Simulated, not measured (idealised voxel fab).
Title: Process Module voxel released beams
In the cross-section labelled cut, the width is 145 nm and each square cell is 5 nm.
Notation: cross-section as square-cell grid; stated in bands, top first, going down; one or more cell rows per band.
Band: top and bottom heights (nm) first, top before bottom; then materials from left to right, widths in nm. "everywhere" marks a sole material filling the band edge to edge. "blank" denotes empty space.
The level at which height equals 0 is the one under which the wafer, as it arrives, is entirely one material. No lower edge exists for the bottom band, which continues downward and is notated as in "top 0, no bottom".
A width given as "30->40" starts at the first number in the band's top row and ends at the second number in its bottom row, shifting by an equal amount at every step from row to row.
It should be understood that the words "no change occurred", when stated for a given step, signify that the cross-section underwent no change in any of its cells during that step.
"Closed void entries" specifies each empty space that is not open to the top and that occupies no fewer than 8 cells, using the form width x height at distance, the distance measured from the left edge and all three quantities in nm.
Note: text after step settings on the step line = simulator remark on that step.
overlay nm: step with mask; distance mask lay right of planned place; negative value = left of planned place.

[Set out below are the planned steps of the process]
1,RECEIVE | material Si
2,CONFORMAL_DEP | material Al2O3 | thk nm 10
3,DIRECTIONAL_DEP | material SiO2 | thk nm 15
4,DIRECTIONAL_DEP | material aC | thk nm 10
5,PATTERN | tone open | mask id ANCHOR | material resist | width nm 45 | thk nm 25 | overlay nm 0
6,DIRECTIONAL_ETCH | etch materials aC | depth nm 10
7,STRIP | etch materials resist
8,DIRECTIONAL_ETCH | etch materials SiO2 | depth nm 15
9,STRIP | etch materials aC
10,CONFORMAL_DEP | material polySi | thk nm 15
11,PATTERN | tone cover | mask id BEAM | material resist | width nm 110 | thk nm 20 | overlay nm 0
12,DIRECTIONAL_ETCH | etch materials polySi | depth nm 15
13,STRIP | etch materials resist
14,STRIP | etch materials SiO2

[So this is the incoming wafer in cross-section - it's already been through step 1]
> top 0, no bottom = Si everywhere
> Closed void entries: none

[Wafer cross-section at module end: first of two, run to plan]
> top 40, bottom 25 = blank 15 nm / polySi 20 nm / blank 15 nm / polySi 75 nm / blank 20 nm
> top 25, bottom 10 = blank 20 nm / polySi 45 nm / blank 80 nm
> top 10, bottom 0 = Al2O3 everywhere
> top 0, no bottom = Si everywhere
> Closed void entries: none

[Wafer two, sectioned after the module: the first wafer's start, the first wafer's plan, and one mistake in how it was run]
> top 40, bottom 25 = blank 20 nm / polySi 15 nm / blank 15 nm / polySi 80 nm / blank 15 nm
> top 25, bottom 10 = blank 20 nm / polySi 45 nm / blank 80 nm
> top 10, bottom 0 = Al2O3 everywhere
> top 0, no bottom = Si everywhere
> Closed void entries: none
So what did we get wrong on this run? step 11 did not use the planned setting and instead ran as PATTERN | tone cover | mask id BEAM | material resist | width nm 110 | thk nm 20 | overlay nm 5
The two final wafers agree on how many cells each material fills and disagree on which cells those are.
